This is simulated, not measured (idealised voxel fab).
The name of this process module is voxel self aligned contacts.
cross-section cut | 180 nm wide | cells 5 nm
Bands, listed from the top down, are how a cross-section gets written in this document; the cross-section itself is a grid of square cells, and a band is one or more rows of them. Band entry format. Leading values: height of top, height of bottom, nm. Remainder: materials in left-to-right order, each with its width in nm. Special words: "throughout" on a single material, which then fills the band edge to edge; "air", empty space. Note: height 0 marks the level under which the wafer is uniformly one material as received. Lowest band unbounded below, written "0 -> down". When a width is written as two numbers, as in "30..40", the first number is the width in the top row of cells of the band and the second is the width in its bottom row, and the width changes by the same amount from each row to the next. "no modification" -> step changed no cross-section cell. Basically, "Unvented internal voids" tells you about the enclosed voids: empty spaces with no open way to the top, 8 cells or bigger, each written width x height at distance, where distance is from the left edge, all in nm. It should be noted that, on the line of a given step, the content following the step's settings is a remark produced by the simulator itself with respect to that step. overlay nm: where the mask lay relative to plan, measured to the right, on steps with a mask; negatives go left.
[The following list gives the planned process steps]
1) RECEIVE: material Si
2) OXIDIZE: depth nm 5
3) DIRECTIONAL_DEP: material polySi, thk nm 20
4) DIRECTIONAL_DEP: material SiN, thk nm 20
5) MASKED_ETCH: tone cover, mask id GATE, width nm 25, pitch nm 60, etch materials SiN, depth nm 20, overlay nm 0
6) MASKED_ETCH: tone cover, mask id GATE, width nm 25, pitch nm 60, etch materials polySi, depth nm 20, overlay nm 0
7) CONFORMAL_DEP: material SiN, thk nm 5
8) DIRECTIONAL_ETCH: etch materials SiN, depth nm 5
9) FILL_DEP: material SiO2, thk nm 15
10) CMP: height nm 45
11) PATTERN: tone open, mask id CONTACT, material resist, width nm 45, pitch nm 60, thk nm 15, overlay nm 0
12) DIRECTIONAL_ETCH: etch materials SiO2, depth nm 50
13) STRIP: etch materials resist
14) CONFORMAL_DEP: material TiN, thk nm 5
15) FILL_DEP: material Ru, thk nm 10
16) CMP: height nm 45
17) CONFORMAL_DEP: material SiCN, thk nm 5
[First wafer of two (run as planned)]
[Wafer cross-section on receipt, i.e. after step 1]
	0 -> down | Si throughout
	Unvented internal voids: none
[Cross-section through the wafer, step 2 finished]
	0 -> -5 | SiO2 throughout
	Below -5 it's all the same as before, nothing changed down there.
[Cross-section through the wafer, step 3 finished]
	20 -> 0 | polySi throughout
	Below 0 it's all the same as before, nothing changed down there.
[Cross-section through the wafer, step 4 finished]
	40 -> 20 | SiN throughout
	Below 20 it's all the same as before, nothing changed down there.
[Cross-section through the wafer, step 5 finished]
	40 -> 20 | air: 15  SiN: 25  air: 35  SiN: 25  air: 35  SiN: 25  air: 20
	Below 20 it's all the same as before, nothing changed down there.
[Cross-section through the wafer, step 6 finished]
	40 -> 20 | air: 15  SiN: 25  air: 35  SiN: 25  air: 35  SiN: 25  air: 20
	20 -> 0 | air: 15  polySi: 25  air: 35  polySi: 25  air: 35  polySi: 25  air: 20
	Below 0 it's all the same as before, nothing changed down there.
[Cross-section through the wafer, step 7 finished]
	45 -> 20 | air: 10  SiN: 35  air: 25  SiN: 35  air: 25  SiN: 35  air: 15
	20 -> 5 | air: 10  SiN: 5  polySi: 25  SiN: 5  air: 25  SiN: 5  polySi: 25  SiN: 5  air: 25  SiN: 5  polySi: 25  SiN: 5  air: 15
	5 -> 0 | SiN: 15  polySi: 25  SiN: 35  polySi: 25  SiN: 35  polySi: 25  SiN: 20
	Below 0 it's all the same as before, nothing changed down there.
[Cross-section through the wafer, step 8 finished]
	40 -> 20 | air: 10  SiN: 35  air: 25  SiN: 35  air: 25  SiN: 35  air: 15
	20 -> 0 | air: 10  SiN: 5  polySi: 25  SiN: 5  air: 25  SiN: 5  polySi: 25  SiN: 5  air: 25  SiN: 5  polySi: 25  SiN: 5  air: 15
	Below 0 it's all the same as before, nothing changed down there.
[Cross-section through the wafer, step 9 finished]
	55 -> 40 | SiO2 throughout
	40 -> 20 | SiO2: 10  SiN: 35  SiO2: 25  SiN: 35  SiO2: 25  SiN: 35  SiO2: 15
	20 -> 0 | SiO2: 10  SiN: 5  polySi: 25  SiN: 5  SiO2: 25  SiN: 5  polySi: 25  SiN: 5  SiO2: 25  SiN: 5  polySi: 25  SiN: 5  SiO2: 15
	Below 0 it's all the same as before, nothing changed down there.
[Cross-section through the wafer, step 10 finished]
	45 -> 40 | SiO2 throughout
	Below 40 it's all the same as before, nothing changed down there.
[Cross-section through the wafer, step 11 finished]
	60 -> 45 | resist: 35  air: 45  resist: 15  air: 45  resist: 40
	Below 45 it's all the same as before, nothing changed down there.
[Cross-section through the wafer, step 12 finished]
	60 -> 45 | resist: 35  air: 45  resist: 15  air: 45  resist: 40
	45 -> 40 | SiO2: 35  air: 45  SiO2: 15  air: 45  SiO2: 40
	40 -> 20 | SiO2: 10  SiN: 35  air: 25  SiN: 35  air: 25  SiN: 35  SiO2: 15
	20 -> 0 | SiO2: 10  SiN: 5  polySi: 25  SiN: 5  air: 25  SiN: 5  polySi: 25  SiN: 5  air: 25  SiN: 5  polySi: 25  SiN: 5  SiO2: 15
	0 -> -5 | SiO2: 45  air: 25  SiO2: 35  air: 25  SiO2: 50
	Below -5 it's all the same as before, nothing changed down there.
[Cross-section through the wafer, step 13 finished]
	45 -> 40 | SiO2: 35  air: 45  SiO2: 15  air: 45  SiO2: 40
	Below 40 it's all the same as before, nothing changed down there.
[Cross-section through the wafer, step 14 finished]
	50 -> 45 | TiN: 40  air: 35  TiN: 25  air: 35  TiN: 45
	45 -> 40 | SiO2: 35  TiN: 15  air: 15  TiN: 15  SiO2: 15  TiN: 15  air: 15  TiN: 15  SiO2: 40
	40 -> 20 | SiO2: 10  SiN: 35  TiN: 5  air: 15  TiN: 5  SiN: 35  TiN: 5  air: 15  TiN: 5  SiN: 35  SiO2: 15
	20 -> 0 | SiO2: 10  SiN: 5  polySi: 25  SiN: 5  TiN: 5  air: 15  TiN: 5  SiN: 5  polySi: 25  SiN: 5  TiN: 5  air: 15  TiN: 5  SiN: 5  polySi: 25  SiN: 5  SiO2: 15
	0 -> -5 | SiO2: 45  TiN: 25  SiO2: 35  TiN: 25  SiO2: 50
	Below -5 it's all the same as before, nothing changed down there.
[Cross-section through the wafer, step 15 finished]
	60 -> 50 | Ru throughout
	50 -> 45 | TiN: 40  Ru: 35  TiN: 25  Ru: 35  TiN: 45
	45 -> 40 | SiO2: 35  TiN: 15  Ru: 15  TiN: 15  SiO2: 15  TiN: 15  Ru: 15  TiN: 15  SiO2: 40
	40 -> 20 | SiO2: 10  SiN: 35  TiN: 5  Ru: 15  TiN: 5  SiN: 35  TiN: 5  Ru: 15  TiN: 5  SiN: 35  SiO2: 15
	20 -> 0 | SiO2: 10  SiN: 5  polySi: 25  SiN: 5  TiN: 5  Ru: 15  TiN: 5  SiN: 5  polySi: 25  SiN: 5  TiN: 5  Ru: 15  TiN: 5  SiN: 5  polySi: 25  SiN: 5  SiO2: 15
	Below 0 it's all the same as before, nothing changed down there.
[Cross-section through the wafer, step 16 finished]
	45 -> 40 | SiO2: 35  TiN: 15  Ru: 15  TiN: 15  SiO2: 15  TiN: 15  Ru: 15  TiN: 15  SiO2: 40
	Below 40 it's all the same as before, nothing changed down there.
[Cross-section through the wafer, step 17 finished]
	50 -> 45 | SiCN throughout
	Below 45 it's all the same as before, nothing changed down there.
[Wafer two of two - same starting point, same process plan, one mistake in execution; matches wafer one up to and including step 6]
The second wafer in cross-section, at the planned close of step 7: no modification
[The second wafer in cross-section, at the planned close of step 8]
	35 -> 20 | air: 15  SiN: 25  air: 35  SiN: 25  air: 35  SiN: 25  air: 20
	Below 20 it's all the same as before, nothing changed down there.
[The second wafer in cross-section, at the planned close of step 9]
	50 -> 35 | SiO2 throughout
	35 -> 20 | SiO2: 15  SiN: 25  SiO2: 35  SiN: 25  SiO2: 35  SiN: 25  SiO2: 20
	20 -> 0 | SiO2: 15  polySi: 25  SiO2: 35  polySi: 25  SiO2: 35  polySi: 25  SiO2: 20
	Below 0 it's all the same as before, nothing changed down there.
[The second wafer in cross-section, at the planned close of step 10]
	45 -> 35 | SiO2 throughout
	Below 35 it's all the same as before, nothing changed down there.
[The second wafer in cross-section, at the planned close of step 11]
	60 -> 45 | resist: 35  air: 45  resist: 15  air: 45  resist: 40
	Below 45 it's all the same as before, nothing changed down there.
[The second wafer in cross-section, at the planned close of step 12]
	60 -> 45 | resist: 35  air: 45  resist: 15  air: 45  resist: 40
	45 -> 35 | SiO2: 35  air: 45  SiO2: 15  air: 45  SiO2: 40
	35 -> 20 | SiO2: 15  SiN: 25  air: 35  SiN: 25  air: 35  SiN: 25  SiO2: 20
	20 -> 0 | SiO2: 15  polySi: 25  air: 35  polySi: 25  air: 35  polySi: 25  SiO2: 20
	0 -> -5 | SiO2: 40  air: 35  SiO2: 25  air: 35  SiO2: 45
	Below -5 it's all the same as before, nothing changed down there.
[The second wafer in cross-section, at the planned close of step 13]
	45 -> 35 | SiO2: 35  air: 45  SiO2: 15  air: 45  SiO2: 40
	Below 35 it's all the same as before, nothing changed down there.
[The second wafer in cross-section, at the planned close of step 14]
	50 -> 45 | TiN: 40  air: 35  TiN: 25  air: 35  TiN: 45
	45 -> 35 | SiO2: 35  TiN: 5..10  air: 35..25  TiN: 5..10  SiO2: 15  TiN: 5..10  air: 35..25  TiN: 5..10  SiO2: 40
	35 -> 20 | SiO2: 15  SiN: 25  TiN: 5  air: 25  TiN: 5  SiN: 25  TiN: 5  air: 25  TiN: 5  SiN: 25  SiO2: 20
	20 -> 0 | SiO2: 15  polySi: 25  TiN: 5  air: 25  TiN: 5  polySi: 25  TiN: 5  air: 25  TiN: 5  polySi: 25  SiO2: 20
	0 -> -5 | SiO2: 40  TiN: 35  SiO2: 25  TiN: 35  SiO2: 45
	Below -5 it's all the same as before, nothing changed down there.
[The second wafer in cross-section, at the planned close of step 15]
	60 -> 50 | Ru throughout
	50 -> 45 | TiN: 40  Ru: 35  TiN: 25  Ru: 35  TiN: 45
	45 -> 35 | SiO2: 35  TiN: 5..10  Ru: 35..25  TiN: 5..10  SiO2: 15  TiN: 5..10  Ru: 35..25  TiN: 5..10  SiO2: 40
	35 -> 20 | SiO2: 15  SiN: 25  TiN: 5  Ru: 25  TiN: 5  SiN: 25  TiN: 5  Ru: 25  TiN: 5  SiN: 25  SiO2: 20
	20 -> 0 | SiO2: 15  polySi: 25  TiN: 5  Ru: 25  TiN: 5  polySi: 25  TiN: 5  Ru: 25  TiN: 5  polySi: 25  SiO2: 20
	Below 0 it's all the same as before, nothing changed down there.
[The second wafer in cross-section, at the planned close of step 16]
	45 -> 35 | SiO2: 35  TiN: 5..10  Ru: 35..25  TiN: 5..10  SiO2: 15  TiN: 5..10  Ru: 35..25  TiN: 5..10  SiO2: 40
	Below 35 it's all the same as before, nothing changed down there.
[The second wafer in cross-section, at the planned close of step 17]
	50 -> 45 | SiCN throughout
	Below 45 it's all the same as before, nothing changed down there.
Heads up, the wafer didn't run the way we planned it: step 7 of the plan was omitted and not executed
FYI, end of process, the second wafer has more or fewer cells of some materials than the first: Ru: 40 more, SiN: 63 fewer, SiO2: 23 more
